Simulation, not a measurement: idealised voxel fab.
process module | voxel tone inversion
cross-section cut | 300 nm wide | cells 5 nm
A cross-section is a grid of square cells, given in bands from the top down. A band is one or more rows of cells.
Each band's line starts with the height of the band's top and of its bottom, in nm. Then come its materials from left to right, each with its width in nm. One material with "throughout" fills the band from edge to edge. "air" is empty space.
Height 0 is the level under which the wafer as received is all one material. The lowest band goes on downwards, as in "0 down".
A width such as "30 to 40" changes by the same amount from each row of cells to the next, from the band's top row to its bottom row.
"no change" after a step means that no cell of the cross-section changed.
closed voids: empty space of 8 cells or more with no open way to the top, each as width x height at its distance from the left edge, in nm
after a step's settings: what the simulator itself notes on the step
overlay nm, on a step with a mask: how far to the right of its planned place the mask lay; to the left if negative
plan
1 op RECEIVE | material Si
2 op CONFORMAL_DEP | material SiCN | thk nm 10
3 op DIRECTIONAL_DEP | material polySi | thk nm 15
4 op PATTERN | tone cover | mask id POSTS | material resist | width nm 20 | pitch nm 35 | thk nm 20 | overlay nm 0
5 op DIRECTIONAL_ETCH | etch materials polySi | depth nm 15
6 op STRIP | etch materials resist
7 op FILL_DEP | material lowk | thk nm 5
8 op CMP | height nm 25
9 op STRIP | etch materials polySi
as received, after step 1
  0 down: Si throughout
  closed voids: none
a wafer at the end: this start, this plan, one mistake
  25 to 10: air 85 | lowk 20 | air 15 | lowk 20 | air 15 | lowk 20 | air 15 | lowk 20 | air 90
  10 to 0: SiCN throughout
  0 down: Si throughout
  closed voids: none
what went wrong: step 4 ran as: op PATTERN | tone open | mask id POSTS | material resist | width nm 20 | pitch nm 35 | thk nm 20 | overlay nm 0
